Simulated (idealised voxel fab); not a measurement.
Process module, titled voxel lift off
FYI the section here is cut, 230 nm wide, cells are 5 nm squares.
Each cross-section below is a grid of square cells, stated as bands in top-down order, with one or more rows of cells making up each band.
For a band, the entry starts with two heights in nm, that of the top and then that of the bottom, and carries on with the band's materials in order from left to right, each alongside its width in nm; the word "all across" beside a single material means it fills the band edge to edge, and "air" means empty space.
Note: height 0 marks the level under which the wafer is uniformly one material as received. Lowest band unbounded below, written "z 0 and below".
Read "30->40" as a graded width: first number on top, second number at the bottom, same change between each pair of neighbouring rows.
It should be understood that the words "nothing got changed", when stated for a given step, signify that the cross-section underwent no change in any of its cells during that step.
Empty spaces without an open route to the top, at least 8 cells in extent, make up the entry "Closed cavity list"; each is given as width x height at distance, where the distance is measured from the left edge, and all are in nm.
Step line, after settings: the simulator's comment on this step.
The optional step-line setting "overlay nm" applies to steps with a mask and quantifies how far to the right of its planned location the mask lay, a negative value indicating leftward placement.
Plan
- 1: RECEIVE,material Si
- 2: CONFORMAL_DEP,material SiN,thk nm 15
- 3: PATTERN,tone open,mask id LINES,material resist,width nm 25,pitch nm 55,thk nm 15,overlay nm 0
- 4: DIRECTIONAL_DEP,material Ru,thk nm 5
- 5: STRIP,etch materials resist
- 6: CONFORMAL_DEP,material SiO2,thk nm 10
The cross-section here shows the wafer as received, i.e. in its state after step 1
z 0 and below | Si all across
Closed cavity list: none
Wafer at module end, in section. Began as above, planned as above, run with one mistake
z 45 to 40 | 35 nm air  45 nm SiO2  10 nm air  45 nm SiO2  10 nm air  45 nm SiO2  40 nm air
z 40 to 35 | SiO2 all across
z 35 to 30 | 45 nm SiO2  25 nm Ru  30 nm SiO2  25 nm Ru  30 nm SiO2  25 nm Ru  50 nm SiO2
z 30 to 0 | SiN all across
z 0 and below | Si all across
Closed cavity list: none
Error vs. plan: the plan had its step 2 run twice
